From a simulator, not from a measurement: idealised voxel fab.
Process module under the name voxel air gaps
Each square cell in cross-section cut measures 5 nm, and the section as a whole is 225 nm wide.
A cross-section in this document is a grid of square cells, and it is written down as bands, the top band listed before the ones below it; a band is made up of one or more rows of cells. For a band, the entry starts with two heights in nm, that of the top and then that of the bottom, and carries on with the band's materials in order from left to right, each alongside its width in nm; the word "full width" beside a single material means it fills the band edge to edge, and "empty" means empty space. The level at which height equals 0 is the one under which the wafer, as it arrives, is entirely one material. No lower edge exists for the bottom band, which continues downward and is notated as in "top 0, no bottom". Per-row width for "30->40": begins at first number (top row of band), ends at second number (bottom row), increment between rows held constant. For the purposes of this document, the phrase "remained the same" attached to a step denotes that no cell within the cross-section was modified by that step. "Closed void register": empty spaces of 8 cells or more with no open way to the top, each given as width x height at distance, distance from the left edge, all in nm. Post-settings text on a step line: simulator's own remark regarding the step. overlay nm: step with mask; distance mask lay right of planned place; negative value = left of planned place.
Planned step list for the process
- 1: RECEIVE, material Si
- 2: CONFORMAL_DEP, material SiO2, thk nm 10
- 3: CONFORMAL_DEP, material SiCN, thk nm 5
- 4: DIRECTIONAL_DEP, material SiO2, thk nm 40
- 5: PATTERN, tone open, mask id LINES, material resist, width nm 20, pitch nm 45, thk nm 15, overlay nm 0
- 6: DIRECTIONAL_ETCH, etch materials SiO2, depth nm 40
- 7: STRIP, etch materials resist
- 8: CONFORMAL_DEP, material TiN, thk nm 5
- 9: FILL_DEP, material W, thk nm 10
- 10: CMP, height nm 55
- 11: EPI, material Ru, thk nm 10
- 12: SELECTIVE_ETCH, etch materials SiO2, depth nm 50
- 13: CONFORMAL_DEP, material SiCN, thk nm 5
First wafer, two in total, run as planned
Received-state cross-section, reflecting completion of step 1
> top 0, no bottom  Si full width
> Closed void register: none
The wafer, seen in cross-section, after step 2
> top 10, bottom 0  SiO2 full width
> Under the height 0 nothing was changed.
The wafer, seen in cross-section, after step 3
> top 15, bottom 10  SiCN full width
> Under the height 10 nothing was changed.
The wafer, seen in cross-section, after step 4
> top 55, bottom 15  SiO2 full width
> Under the height 15 nothing was changed.
The wafer, seen in cross-section, after step 5
> top 70, bottom 55  resist 55 nm; empty 20 nm; resist 25 nm; empty 20 nm; resist 25 nm; empty 20 nm; resist 60 nm
> Under the height 55 nothing was changed.
The wafer, seen in cross-section, after step 6
> top 70, bottom 55  resist 55 nm; empty 20 nm; resist 25 nm; empty 20 nm; resist 25 nm; empty 20 nm; resist 60 nm
> top 55, bottom 15  SiO2 55 nm; empty 20 nm; SiO2 25 nm; empty 20 nm; SiO2 25 nm; empty 20 nm; SiO2 60 nm
> Under the height 15 nothing was changed.
The wafer, seen in cross-section, after step 7
> top 55, bottom 15  SiO2 55 nm; empty 20 nm; SiO2 25 nm; empty 20 nm; SiO2 25 nm; empty 20 nm; SiO2 60 nm
> Under the height 15 nothing was changed.
The wafer, seen in cross-section, after step 8
> top 60, bottom 55  TiN 60 nm; empty 10 nm; TiN 35 nm; empty 10 nm; TiN 35 nm; empty 10 nm; TiN 65 nm
> top 55, bottom 20  SiO2 55 nm; TiN 5 nm; empty 10 nm; TiN 5 nm; SiO2 25 nm; TiN 5 nm; empty 10 nm; TiN 5 nm; SiO2 25 nm; TiN 5 nm; empty 10 nm; TiN 5 nm; SiO2 60 nm
> top 20, bottom 15  SiO2 55 nm; TiN 20 nm; SiO2 25 nm; TiN 20 nm; SiO2 25 nm; TiN 20 nm; SiO2 60 nm
> Under the height 15 nothing was changed.
The wafer, seen in cross-section, after step 9
> top 70, bottom 60  W full width
> top 60, bottom 55  TiN 60 nm; W 10 nm; TiN 35 nm; W 10 nm; TiN 35 nm; W 10 nm; TiN 65 nm
> top 55, bottom 20  SiO2 55 nm; TiN 5 nm; W 10 nm; TiN 5 nm; SiO2 25 nm; TiN 5 nm; W 10 nm; TiN 5 nm; SiO2 25 nm; TiN 5 nm; W 10 nm; TiN 5 nm; SiO2 60 nm
> Under the height 20 nothing was changed.
The wafer, seen in cross-section, after step 10
> top 55, bottom 20  SiO2 55 nm; TiN 5 nm; W 10 nm; TiN 5 nm; SiO2 25 nm; TiN 5 nm; W 10 nm; TiN 5 nm; SiO2 25 nm; TiN 5 nm; W 10 nm; TiN 5 nm; SiO2 60 nm
> Under the height 20 nothing was changed.
The wafer, seen in cross-section, after step 11
> top 65, bottom 55  empty 45 nm; Ru 40 nm; empty 5 nm; Ru 40 nm; empty 5 nm; Ru 40 nm; empty 50 nm
> Under the height 55 nothing was changed.
The wafer, seen in cross-section, after step 12
> top 65, bottom 55  empty 45 nm; Ru 40 nm; empty 5 nm; Ru 40 nm; empty 5 nm; Ru 40 nm; empty 50 nm
> top 55, bottom 20  empty 55 nm; TiN 5 nm; W 10 nm; TiN 5 nm; empty 25 nm; TiN 5 nm; W 10 nm; TiN 5 nm; empty 25 nm; TiN 5 nm; W 10 nm; TiN 5 nm; empty 60 nm
> top 20, bottom 15  empty 55 nm; TiN 20 nm; empty 25 nm; TiN 20 nm; empty 25 nm; TiN 20 nm; empty 60 nm
> Under the height 15 nothing was changed.
The wafer, seen in cross-section, after step 13
> top 70, bottom 65  empty 40 nm; SiCN 140 nm; empty 45 nm
> top 65, bottom 55  empty 40 nm; SiCN 5 nm; Ru 40 nm; SiCN 5 nm; Ru 40 nm; SiCN 5 nm; Ru 40 nm; SiCN 5 nm; empty 45 nm
> top 55, bottom 50  empty 40 nm; SiCN 15 nm; TiN 5 nm; W 10 nm; TiN 5 nm; SiCN 25 nm; TiN 5 nm; W 10 nm; TiN 5 nm; SiCN 25 nm; TiN 5 nm; W 10 nm; TiN 5 nm; SiCN 15 nm; empty 45 nm
> top 50, bottom 20  empty 50 nm; SiCN 5 nm; TiN 5 nm; W 10 nm; TiN 5 nm; SiCN 5 nm; empty 15 nm; SiCN 5 nm; TiN 5 nm; W 10 nm; TiN 5 nm; SiCN 5 nm; empty 15 nm; SiCN 5 nm; TiN 5 nm; W 10 nm; TiN 5 nm; SiCN 5 nm; empty 55 nm
> top 20, bottom 15  SiCN 55 nm; TiN 20 nm; SiCN 25 nm; TiN 20 nm; SiCN 25 nm; TiN 20 nm; SiCN 60 nm
> Under the height 15 nothing was changed.
> Closed void register: 15 x 30 at 80; 15 x 30 at 125
The second wafer was prepared from the same starting point and under the same plan as the first; its processing contained one mistake, and it remains indistinguishable from the first wafer up to and including step 10
Second wafer, sectioned view, at step 11's planned end time
> top 75, bottom 55  empty 35 nm; Ru 150 nm; empty 40 nm
> Under the height 55 nothing was changed.
Second wafer, sectioned view, at step 12's planned end time
> top 75, bottom 55  empty 35 nm; Ru 150 nm; empty 40 nm
> top 55, bottom 20  empty 55 nm; TiN 5 nm; W 10 nm; TiN 5 nm; SiO2 25 nm; TiN 5 nm; W 10 nm; TiN 5 nm; SiO2 25 nm; TiN 5 nm; W 10 nm; TiN 5 nm; empty 60 nm
> top 20, bottom 15  empty 55 nm; TiN 20 nm; SiO2 25 nm; TiN 20 nm; SiO2 25 nm; TiN 20 nm; empty 60 nm
> Under the height 15 nothing was changed.
Second wafer, sectioned view, at step 13's planned end time
> top 80, bottom 75  empty 30 nm; SiCN 160 nm; empty 35 nm
> top 75, bottom 55  empty 30 nm; SiCN 5 nm; Ru 150 nm; SiCN 5 nm; empty 35 nm
> top 55, bottom 50  empty 30 nm; SiCN 25 nm; TiN 5 nm; W 10 nm; TiN 5 nm; SiO2 25 nm; TiN 5 nm; W 10 nm; TiN 5 nm; SiO2 25 nm; TiN 5 nm; W 10 nm; TiN 5 nm; SiCN 25 nm; empty 35 nm
> top 50, bottom 20  empty 50 nm; SiCN 5 nm; TiN 5 nm; W 10 nm; TiN 5 nm; SiO2 25 nm; TiN 5 nm; W 10 nm; TiN 5 nm; SiO2 25 nm; TiN 5 nm; W 10 nm; TiN 5 nm; SiCN 5 nm; empty 55 nm
> top 20, bottom 15  SiCN 55 nm; TiN 20 nm; SiO2 25 nm; TiN 20 nm; SiO2 25 nm; TiN 20 nm; SiCN 60 nm
> Under the height 15 nothing was changed.
In executing the process, a mistake was made relative to the plan: step 11 was run twice
Count the cells at the end and the second wafer has more or fewer of some materials than the first: Ru: 72 more, SiCN: 36 fewer, SiO2: 80 more
The closed voids present at the end amount to 2 for the first wafer and 0 for the second wafer.
